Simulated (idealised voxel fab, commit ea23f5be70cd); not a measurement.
process module | voxel ribs on slabs
cross-section cut | 285 nm wide | cells 5 nm
A cross-section is a grid of square cells, given in bands from the top down. A band is one or more rows of cells.
Each band's line starts with the height of the band's top and of its bottom, in nm. Then come its materials from left to right, each with its width in nm. One material with "throughout" fills the band from edge to edge. "air" is empty space.
Height 0 is the level under which the wafer as received is all one material. The lowest band goes on downwards, as in "0 down".
A width such as "30 to 40" changes by the same amount from each row of cells to the next, from the band's top row to its bottom row.
"no change" after a step means that no cell of the cross-section changed.
closed voids: empty space of 8 cells or more with no open way to the top, each as width x height at its distance from the left edge, in nm
after a step's settings: what the simulator itself notes on the step
overlay nm, on a step with a mask: how far to the right of its planned place the mask lay; to the left if negative
plan
1 op RECEIVE | material Si
2 op DIRECTIONAL_DEP | material SiO2 | thk nm 30
3 op DIRECTIONAL_DEP | material SiN | thk nm 15
4 op DIRECTIONAL_DEP | material aC | thk nm 10
5 op PATTERN | tone cover | mask id RIB | material resist | width nm 15 | thk nm 25 | overlay nm 0
6 op DIRECTIONAL_ETCH | etch materials aC | depth nm 10
7 op STRIP | etch materials resist
8 op DIRECTIONAL_ETCH | etch materials SiN | depth nm 10
9 op STRIP | etch materials aC
10 op PATTERN | tone cover | mask id SLAB | material resist | width nm 45 | thk nm 15 | overlay nm 0
11 op DIRECTIONAL_ETCH | etch materials SiN | depth nm 5
12 op STRIP | etch materials resist
13 op FILL_DEP | material SiO2 | thk nm 25
14 op CMP | height nm 65
15 op DIRECTIONAL_DEP | material W | thk nm 5
16 op MASKED_ETCH | tone cover | mask id HEATER | width nm 25 | etch materials W | depth nm 5 | overlay nm 0
17 op CONFORMAL_DEP | material SiO2 | thk nm 5
first wafer, as planned
as received, after step 1
  0 down: Si throughout
  closed voids: none
after step 2
  30 to 0: SiO2 throughout
  below 0: unchanged
after step 3
  45 to 30: SiN throughout
  below 30: unchanged
after step 4
  55 to 45: aC throughout
  below 45: unchanged
after step 5
  80 to 55: air 135 | resist 15 | air 135
  below 55: unchanged
after step 6
  70 to 55: air 135 | resist 15 | air 135
  55 to 45: air 135 | aC 15 | air 135
  below 45: unchanged
after step 7
  55 to 45: air 135 | aC 15 | air 135
  below 45: unchanged
after step 8
  55 to 45: air 135 | aC 15 | air 135
  45 to 35: air 135 | SiN 15 | air 135
  below 35: unchanged
after step 9
  45 to 35: air 135 | SiN 15 | air 135
  below 35: unchanged
after step 10
  60 to 45: air 120 | resist 45 | air 120
  45 to 35: air 120 | resist 15 | SiN 15 | resist 15 | air 120
  below 35: unchanged
after step 11
  60 to 45: air 120 | resist 45 | air 120
  45 to 35: air 120 | resist 15 | SiN 15 | resist 15 | air 120
  35 to 30: air 120 | SiN 45 | air 120
  below 30: unchanged
after step 12
  45 to 35: air 135 | SiN 15 | air 135
  below 35: unchanged
after step 13
  70 to 45: SiO2 throughout
  45 to 35: SiO2 135 | SiN 15 | SiO2 135
  35 to 30: SiO2 120 | SiN 45 | SiO2 120
  below 30: unchanged
after step 14
  65 to 45: SiO2 throughout
  below 45: unchanged
after step 15
  70 to 65: W throughout
  below 65: unchanged
after step 16
  70 to 65: air 130 | W 25 | air 130
  below 65: unchanged
after step 17
  75 to 70: air 125 | SiO2 35 | air 125
  70 to 65: SiO2 130 | W 25 | SiO2 130
  below 65: unchanged
second wafer: like start, like plan, one mistake. Through step 9 it matches the first wafer
when step 10 should have ended
  60 to 45: air 125 | resist 40 | air 120
  45 to 35: air 125 | resist 10 | SiN 15 | resist 15 | air 120
  below 35: unchanged
when step 11 should have ended
  60 to 45: air 125 | resist 40 | air 120
  45 to 35: air 125 | resist 10 | SiN 15 | resist 15 | air 120
  35 to 30: air 125 | SiN 40 | air 120
  below 30: unchanged
when step 12 should have ended
  45 to 35: air 135 | SiN 15 | air 135
  below 35: unchanged
when step 13 should have ended
  70 to 45: SiO2 throughout
  45 to 35: SiO2 135 | SiN 15 | SiO2 135
  35 to 30: SiO2 125 | SiN 40 | SiO2 120
  below 30: unchanged
when step 14 should have ended
  65 to 45: SiO2 throughout
  below 45: unchanged
when step 15 should have ended
  70 to 65: W throughout
  below 65: unchanged
when step 16 should have ended
  70 to 65: air 130 | W 25 | air 130
  below 65: unchanged
when step 17 should have ended
  75 to 70: air 125 | SiO2 35 | air 125
  70 to 65: SiO2 130 | W 25 | SiO2 130
  below 65: unchanged
what went wrong: step 10 ran as: op PATTERN | tone cover | mask id SLAB | material resist | width nm 40 | thk nm 15 | overlay nm 0
at the end the second wafer has, in cells: 1 fewer of SiN | 1 more of SiO2
